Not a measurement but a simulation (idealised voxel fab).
Herein follows the process module entitled voxel spacer lines.
Each square cell in cross-section cut measures 5 nm, and the section as a whole is 260 nm wide.
Cross-section spec: square-cell grid; bands listed top down; each band is one or more rows.
The entry gives the band's vertical extent as a top height and a bottom height in nm, then its horizontal make-up as materials from left to right, each with a width in nm. "blank" stands for empty space; a single material marked "throughout" fills the band edge to edge.
Heads up on the height convention: 0 is the point under which the incoming wafer is all one material, and the lowest band has no bottom, it just keeps going down, like "0 and below".
A width such as "30 to 40" changes by the same amount from each row of cells to the next, from the band's top row to its bottom row.
Take "same as before" at face value: in the step it is given for, the cross-section changed in none of its cells.
The entry titled "Closed internal cavities" provides the empty spaces that have no open way to the top, restricted to those of 8 cells or more. Each is presented as width x height at distance, the distance being measured from the left edge, with all three in nm.
Step line, after settings: the simulator's comment on this step.
overlay nm: on a step with a mask, how far right of its planned place the mask lay; negative means left.

-- Process steps foreseen in the plan
| 1 | RECEIVE,material Si |
| 2 | CONFORMAL_DEP,material Al2O3,thk nm 10 |
| 3 | DIRECTIONAL_DEP,material polySi,thk nm 10 |
| 4 | DIRECTIONAL_DEP,material aC,thk nm 25 |
| 5 | PATTERN,tone cover,mask id MANDREL,material resist,width nm 25,pitch nm 80,thk nm 35,overlay nm 0 |
| 6 | DIRECTIONAL_ETCH,etch materials aC,depth nm 25 |
| 7 | STRIP,etch materials resist |
| 8 | CONFORMAL_DEP,material SiN,thk nm 15 |
| 9 | DIRECTIONAL_ETCH,etch materials SiN,depth nm 15 |
| 10 | STRIP,etch materials aC |
| 11 | DIRECTIONAL_ETCH,etch materials polySi,depth nm 10 |
| 12 | STRIP,etch materials SiN |

-- The first wafer of two, processed as planned

-- Here's what the wafer looked like in cross-section when it arrived - that's after step 1
0 and below = Si throughout
Closed internal cavities: none

-- Once step 2 is through, the wafer looks like this in cross-section
10 down to 0 = Al2O3 throughout
All layers under 0 are left as they were.

-- Once step 3 is through, the wafer looks like this in cross-section
20 down to 10 = polySi throughout
All layers under 10 are left as they were.

-- Once step 4 is through, the wafer looks like this in cross-section
45 down to 20 = aC throughout
All layers under 20 are left as they were.

-- Once step 5 is through, the wafer looks like this in cross-section
80 down to 45 = blank: 75, then resist: 25, then blank: 55, then resist: 25, then blank: 80
All layers under 45 are left as they were.

-- Once step 6 is through, the wafer looks like this in cross-section
55 down to 45 = blank: 75, then resist: 25, then blank: 55, then resist: 25, then blank: 80
45 down to 20 = blank: 75, then aC: 25, then blank: 55, then aC: 25, then blank: 80
All layers under 20 are left as they were.

-- Once step 7 is through, the wafer looks like this in cross-section
45 down to 20 = blank: 75, then aC: 25, then blank: 55, then aC: 25, then blank: 80
All layers under 20 are left as they were.

-- Once step 8 is through, the wafer looks like this in cross-section
60 down to 45 = blank: 60, then SiN: 55, then blank: 25, then SiN: 55, then blank: 65
45 down to 35 = blank: 60, then SiN: 15, then aC: 25, then SiN: 15, then blank: 25, then SiN: 15, then aC: 25, then SiN: 15, then blank: 65
35 down to 20 = SiN: 75, then aC: 25, then SiN: 55, then aC: 25, then SiN: 80
All layers under 20 are left as they were.

-- Once step 9 is through, the wafer looks like this in cross-section
45 down to 20 = blank: 60, then SiN: 15, then aC: 25, then SiN: 15, then blank: 25, then SiN: 15, then aC: 25, then SiN: 15, then blank: 65
All layers under 20 are left as they were.

-- Once step 10 is through, the wafer looks like this in cross-section
45 down to 20 = blank: 60, then SiN: 15, then blank: 25, then SiN: 15, then blank: 25, then SiN: 15, then blank: 25, then SiN: 15, then blank: 65
All layers under 20 are left as they were.

-- Once step 11 is through, the wafer looks like this in cross-section
45 down to 20 = blank: 60, then SiN: 15, then blank: 25, then SiN: 15, then blank: 25, then SiN: 15, then blank: 25, then SiN: 15, then blank: 65
20 down to 10 = blank: 60, then polySi: 15, then blank: 25, then polySi: 15, then blank: 25, then polySi: 15, then blank: 25, then polySi: 15, then blank: 65
All layers under 10 are left as they were.

-- Once step 12 is through, the wafer looks like this in cross-section
20 down to 10 = blank: 60, then polySi: 15, then blank: 25, then polySi: 15, then blank: 25, then polySi: 15, then blank: 25, then polySi: 15, then blank: 65
All layers under 10 are left as they were.

-- The second wafer began exactly as the first did and followed the same plan, but one mistake was made while running it; through step 11 inclusive, the two wafers are identical

-- Here is the second wafer in cross-section at the point where step 12 of the plan should have been done
20 down to 10 = blank: 60, then polySi: 15, then blank: 25, then polySi: 15, then blank: 25, then polySi: 15, then blank: 25, then polySi: 15, then blank: 65
All layers under 10 are left as they were.
Error vs. plan: the plan had its step 12 run twice
It should be noted that the final cross-sections of the two wafers coincide, and the mistake therefore has no effect on the output of this model.
